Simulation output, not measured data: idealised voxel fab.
The following is a process module called voxel self aligned vias.
Cross-sectional view cut (width: 145 nm; square cell size: 5 nm).
Notation: cross-section as square-cell grid; stated in bands, top first, going down; one or more cell rows per band. Per band: top height and bottom height in nm, followed by the left-to-right materials and their widths in nm; "all across" marks a single material spanning edge to edge, "air" marks empty space. Measure heights from 0. That's the level where, below it, the as-received wafer is all one material. The lowest band is bottomless and extends downward; write it as in "0 nm and below". When a width is written as two numbers, as in "30->40", the first number is the width in the top row of cells of the band and the second is the width in its bottom row, and the width changes by the same amount from each row to the next. "everything unchanged" for a step: no cell of the cross-section changed in that step. "Unvented cavities" enumerates empty spaces isolated from the top, with no open way to it, that contain at least 8 cells, giving each as width x height at distance from the left edge, all three in nm. Step line, after settings: the simulator's comment on this step. overlay nm, on a step with a mask: how far to the right of its planned place the mask lay; to the left if negative.

Planned step list for the process
step 1: RECEIVE: material Si
step 2: CONFORMAL_DEP: material SiO2, thk nm 10
step 3: CONFORMAL_DEP: material SiCN, thk nm 5
step 4: DIRECTIONAL_DEP: material SiO2, thk nm 30
step 5: MASKED_ETCH: tone open, mask id LINES, width nm 30, pitch nm 55, etch materials SiO2, depth nm 30, overlay nm 0
step 6: CONFORMAL_DEP: material TiN, thk nm 5
step 7: FILL_DEP: material W, thk nm 5
step 8: CMP: height nm 45
step 9: SELECTIVE_ETCH: etch materials W Ru TiN, depth nm 5
step 10: FILL_DEP: material SiN, thk nm 5
step 11: CMP: height nm 45
step 12: DIRECTIONAL_DEP: material SiO2, thk nm 15
step 13: MASKED_ETCH: tone open, mask id VIAS, width nm 40, etch materials SiO2, depth nm 15, overlay nm 0
step 14: MASKED_ETCH: tone open, mask id VIAS, width nm 40, etch materials SiN, depth nm 5, overlay nm 0
step 15: CONFORMAL_DEP: material TiN, thk nm 5
step 16: FILL_DEP: material Ru, thk nm 5
step 17: CMP: height nm 60
step 18: CONFORMAL_DEP: material SiN, thk nm 5

first wafer, as planned

As-received wafer cross-section (after step 1)
  0 nm and below: Si all across
  Unvented cavities: none

Upon completion of step 2, the wafer appears in cross-section as shown
  10 nm to 0 nm: SiO2 all across
  Lower than 0, everything is as it was.

Upon completion of step 3, the wafer appears in cross-section as shown
  15 nm to 10 nm: SiCN all across
  Lower than 10, everything is as it was.

Upon completion of step 4, the wafer appears in cross-section as shown
  45 nm to 15 nm: SiO2 all across
  Lower than 15, everything is as it was.

Upon completion of step 5, the wafer appears in cross-section as shown
  45 nm to 15 nm: SiO2 (30) / air (30) / SiO2 (25) / air (30) / SiO2 (30)
  Lower than 15, everything is as it was.

Upon completion of step 6, the wafer appears in cross-section as shown
  50 nm to 45 nm: TiN (35) / air (20) / TiN (35) / air (20) / TiN (35)
  45 nm to 20 nm: SiO2 (30) / TiN (5) / air (20) / TiN (5) / SiO2 (25) / TiN (5) / air (20) / TiN (5) / SiO2 (30)
  20 nm to 15 nm: SiO2 (30) / TiN (30) / SiO2 (25) / TiN (30) / SiO2 (30)
  Lower than 15, everything is as it was.

Upon completion of step 7, the wafer appears in cross-section as shown
  55 nm to 50 nm: W all across
  50 nm to 45 nm: TiN (35) / W (20) / TiN (35) / W (20) / TiN (35)
  45 nm to 20 nm: SiO2 (30) / TiN (5) / W (20) / TiN (5) / SiO2 (25) / TiN (5) / W (20) / TiN (5) / SiO2 (30)
  Lower than 20, everything is as it was.

Upon completion of step 8, the wafer appears in cross-section as shown
  45 nm to 20 nm: SiO2 (30) / TiN (5) / W (20) / TiN (5) / SiO2 (25) / TiN (5) / W (20) / TiN (5) / SiO2 (30)
  Lower than 20, everything is as it was.

Upon completion of step 9, the wafer appears in cross-section as shown
  45 nm to 40 nm: SiO2 (30) / air (30) / SiO2 (25) / air (30) / SiO2 (30)
  Lower than 40, everything is as it was.

Upon completion of step 10, the wafer appears in cross-section as shown
  50 nm to 45 nm: SiN all across
  45 nm to 40 nm: SiO2 (30) / SiN (30) / SiO2 (25) / SiN (30) / SiO2 (30)
  Lower than 40, everything is as it was.

Upon completion of step 11, the wafer appears in cross-section as shown
  45 nm to 40 nm: SiO2 (30) / SiN (30) / SiO2 (25) / SiN (30) / SiO2 (30)
  Lower than 40, everything is as it was.

Upon completion of step 12, the wafer appears in cross-section as shown
  60 nm to 45 nm: SiO2 all across
  Lower than 45, everything is as it was.

Upon completion of step 13, the wafer appears in cross-section as shown
  60 nm to 45 nm: SiO2 (25) / air (40) / SiO2 (80)
  Lower than 45, everything is as it was.

Upon completion of step 14, the wafer appears in cross-section as shown
  60 nm to 45 nm: SiO2 (25) / air (40) / SiO2 (80)
  45 nm to 40 nm: SiO2 (30) / air (30) / SiO2 (25) / SiN (30) / SiO2 (30)
  Lower than 40, everything is as it was.

Upon completion of step 15, the wafer appears in cross-section as shown
  65 nm to 60 nm: TiN (30) / air (30) / TiN (85)
  60 nm to 50 nm: SiO2 (25) / TiN (5) / air (30) / TiN (5) / SiO2 (80)
  50 nm to 45 nm: SiO2 (25) / TiN (10) / air (20) / TiN (10) / SiO2 (80)
  45 nm to 40 nm: SiO2 (30) / TiN (30) / SiO2 (25) / SiN (30) / SiO2 (30)
  Lower than 40, everything is as it was.

Upon completion of step 16, the wafer appears in cross-section as shown
  70 nm to 65 nm: Ru all across
  65 nm to 60 nm: TiN (30) / Ru (30) / TiN (85)
  60 nm to 50 nm: SiO2 (25) / TiN (5) / Ru (30) / TiN (5) / SiO2 (80)
  50 nm to 45 nm: SiO2 (25) / TiN (10) / Ru (20) / TiN (10) / SiO2 (80)
  Lower than 45, everything is as it was.

Upon completion of step 17, the wafer appears in cross-section as shown
  60 nm to 50 nm: SiO2 (25) / TiN (5) / Ru (30) / TiN (5) / SiO2 (80)
  Lower than 50, everything is as it was.

Upon completion of step 18, the wafer appears in cross-section as shown
  65 nm to 60 nm: SiN all across
  Lower than 60, everything is as it was.

The Second Wafer: Common Origin and Plan, One Mistake in Execution, Identical to the First Through Step 2

Cross-section of the second wafer at the time by which step 3 should have been completed according to the plan
  40 nm to 0 nm: SiO2 all across
  Lower than 0, everything is as it was.

Cross-section of the second wafer at the time by which step 4 should have been completed according to the plan
  45 nm to 40 nm: SiCN all across
  Lower than 40, everything is as it was.

Cross-section of the second wafer at the time by which step 5 should have been completed according to the plan: everything unchanged

Cross-section of the second wafer at the time by which step 6 should have been completed according to the plan
  50 nm to 45 nm: TiN all across
  Lower than 45, everything is as it was.

Cross-section of the second wafer at the time by which step 7 should have been completed according to the plan
  55 nm to 50 nm: W all across
  Lower than 50, everything is as it was.

Cross-section of the second wafer at the time by which step 8 should have been completed according to the plan
  45 nm to 40 nm: SiCN all across
  Lower than 40, everything is as it was.

Cross-section of the second wafer at the time by which step 9 should have been completed according to the plan: everything unchanged

Cross-section of the second wafer at the time by which step 10 should have been completed according to the plan
  50 nm to 45 nm: SiN all across
  Lower than 45, everything is as it was.

Cross-section of the second wafer at the time by which step 11 should have been completed according to the plan
  45 nm to 40 nm: SiCN all across
  Lower than 40, everything is as it was.

Cross-section of the second wafer at the time by which step 12 should have been completed according to the plan
  60 nm to 45 nm: SiO2 all across
  Lower than 45, everything is as it was.

Cross-section of the second wafer at the time by which step 13 should have been completed according to the plan
  60 nm to 45 nm: SiO2 (25) / air (40) / SiO2 (80)
  Lower than 45, everything is as it was.

Cross-section of the second wafer at the time by which step 14 should have been completed according to the plan: everything unchanged

Cross-section of the second wafer at the time by which step 15 should have been completed according to the plan
  65 nm to 60 nm: TiN (30) / air (30) / TiN (85)
  60 nm to 50 nm: SiO2 (25) / TiN (5) / air (30) / TiN (5) / SiO2 (80)
  50 nm to 45 nm: SiO2 (25) / TiN (40) / SiO2 (80)
  Lower than 45, everything is as it was.

Cross-section of the second wafer at the time by which step 16 should have been completed according to the plan
  70 nm to 65 nm: Ru all across
  65 nm to 60 nm: TiN (30) / Ru (30) / TiN (85)
  60 nm to 50 nm: SiO2 (25) / TiN (5) / Ru (30) / TiN (5) / SiO2 (80)
  Lower than 50, everything is as it was.

Cross-section of the second wafer at the time by which step 17 should have been completed according to the plan
  60 nm to 50 nm: SiO2 (25) / TiN (5) / Ru (30) / TiN (5) / SiO2 (80)
  Lower than 50, everything is as it was.

Cross-section of the second wafer at the time by which step 18 should have been completed according to the plan
  65 nm to 60 nm: SiN all across
  Lower than 60, everything is as it was.
The mistake made against the process plan was this: contrary to the plan, steps 3 and 4 were processed in exchanged order
Final comparison by cell count, materials where the second wafer has more or fewer than the first: Ru: 4 fewer | SiN: 6 fewer | SiO2: 72 more | TiN: 30 fewer | W: 32 fewer
